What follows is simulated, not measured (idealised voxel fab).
The process module that follows is named voxel ribs on slabs.
The cross-section on display is named cut; it measures 290 nm wide, and its cells are 5 nm squares.
The cross-sections in this document take the form of a grid made of square cells. They are written out as bands, in order from top to bottom. Each band consists of one or more rows of cells.
Read a band's entry like this: the first values are the height of its top and the height of its bottom in nm, and what follows is the sequence of materials from left to right, each with its width in nm. Note that "empty" is empty space, and that a single material marked "edge to edge" reaches across the band from edge to edge.
Counting heights begins at 0, where everything beneath is, in the wafer as received, one material. The lowest band has no bottom; it goes on downwards, as "0..down" shows.
Quick explanation for "30 to 40": the width changes in equal steps down the rows of cells, from the first number in the band's top row to the second number in its bottom row.
"identical to before" (step): cross-section cells unchanged, all of them.
"Cavities, closed" contains a list of empty spaces, each no smaller than 8 cells and without an open way to the top, written in the form width x height at distance with the distance from the left edge and all three in nm.
Read whatever lies past the settings on a step's line as the simulator's own remark about the step.
overlay nm: how far to the right of its planned place the mask lay on this masked step (negative: to the left).

Set out below are the planned steps of the process
1: RECEIVE,material Si
2: DIRECTIONAL_DEP,material SiO2,thk nm 30
3: DIRECTIONAL_DEP,material SiN,thk nm 15
4: MASKED_ETCH,tone cover,mask id RIB,width nm 25,etch materials SiN,depth nm 10,overlay nm 0
5: MASKED_ETCH,tone cover,mask id SLAB,width nm 65,etch materials SiN,depth nm 5,overlay nm 0
6: FILL_DEP,material SiO2,thk nm 15
7: CMP,height nm 55
8: DIRECTIONAL_DEP,material TiN,thk nm 10
9: DIRECTIONAL_DEP,material aC,thk nm 10
10: PATTERN,tone cover,mask id HEATER,material resist,width nm 35,thk nm 25,overlay nm 0
11: DIRECTIONAL_ETCH,etch materials aC,depth nm 10
12: STRIP,etch materials resist
13: DIRECTIONAL_ETCH,etch materials TiN,depth nm 10
14: STRIP,etch materials aC
15: CONFORMAL_DEP,material SiO2,thk nm 5

Cross-section of the wafer as it came to us, i.e., already through step 1
> 0..down: Si edge to edge
> Cavities, closed: none

First wafer of two, sectioned at end of module; run went per plan
> 70..65: empty (120), then SiO2 (45), then empty (125)
> 65..60: empty (120), then SiO2 (5), then TiN (35), then SiO2 (5), then empty (125)
> 60..55: SiO2 (125), then TiN (35), then SiO2 (130)
> 55..45: SiO2 edge to edge
> 45..35: SiO2 (130), then SiN (25), then SiO2 (135)
> 35..30: SiO2 (110), then SiN (65), then SiO2 (115)
> 30..0: SiO2 edge to edge
> 0..down: Si edge to edge
> Cavities, closed: none

Second wafer through the module, sectioned at the end: same beginning and same plan as the first wafer, with one mistake in carrying it out
> 70..65: empty (120), then SiO2 (45), then empty (125)
> 65..60: empty (120), then SiO2 (5), then TiN (35), then SiO2 (5), then empty (125)
> 60..55: SiO2 (125), then TiN (35), then SiO2 (130)
> 55..15: SiO2 edge to edge
> 15..0: SiN edge to edge
> 0..down: Si edge to edge
> Cavities, closed: none
Short version of what went wrong: contrary to the plan, steps 2 and 3 were processed in exchanged order
Upon completion, the second wafer contains, in terms of cells, a greater or smaller amount of certain materials than the first wafer: SiN: 151 more; SiO2: 151 fewer
